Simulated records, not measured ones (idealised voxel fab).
Process module name: voxel spacer lines
In the cross-section labelled cut, the width is 225 nm and each square cell is 5 nm.
When this document writes out a cross-section, it uses a grid of square cells and lists it as bands, beginning at the top and moving down, with a band standing for one or more rows of cells. Band: top height; bottom height; in nm. Then, left to right: material with width in nm, for each material. "all across": a single material spanning edge to edge. "empty": empty space. Note: height 0 marks the level under which the wafer is uniformly one material as received. Lowest band unbounded below, written "from 0 down". It should be noted that a width expressed as "30->40" varies in equal increments from row to row of cells within the band, taking the value of the first number at the top row and that of the second number at the bottom row. It should be understood that the words "changes: none", when stated for a given step, signify that the cross-section underwent no change in any of its cells during that step. The list in "Sealed void inventory" covers empty spaces of 8 cells or more that cannot reach the top through any open way, and it gives each as width x height at distance; the distance is from the left edge, and width, height and distance are in nm. Read whatever lies past the settings on a step's line as the simulator's own remark about the step. overlay nm: step with mask; distance mask lay right of planned place; negative value = left of planned place.
## Steps in the process plan
1 RECEIVE | material Si
2 CONFORMAL_DEP | material Al2O3 | thk nm 5
3 DIRECTIONAL_DEP | material SiN | thk nm 10
4 DIRECTIONAL_DEP | material polySi | thk nm 25
5 PATTERN | tone cover | mask id MANDREL | material resist | width nm 25 | pitch nm 80 | thk nm 30 | overlay nm 0
6 DIRECTIONAL_ETCH | etch materials polySi | depth nm 25
7 STRIP | etch materials resist
8 CONFORMAL_DEP | material SiO2 | thk nm 15
9 DIRECTIONAL_ETCH | etch materials SiO2 | depth nm 15
10 STRIP | etch materials polySi
11 DIRECTIONAL_ETCH | etch materials SiN | depth nm 10
12 STRIP | etch materials SiO2
13 FILL_DEP | material SiO2 | thk nm 5
14 CMP | height nm 15
## Incoming wafer, cross-sectional view, post step 1
	from 0 down  Si all across
	Sealed void inventory: none
## Below is the wafer in cross-section after the module was completed. It began from the starting point shown above and followed the plan shown above, except that one mistake was made while running it
	from 15 to 5  SiO2 45 nm; SiN 15 nm; SiO2 25 nm; SiN 15 nm; SiO2 25 nm; SiN 15 nm; SiO2 25 nm; SiN 15 nm; SiO2 45 nm
	from 5 to 0  SiN all across
	from 0 down  Si all across
	Sealed void inventory: none
Heads up, the wafer didn't run the way we planned it: planned and actual differ for step 2; actual: CONFORMAL_DEP | material SiN | thk nm 5
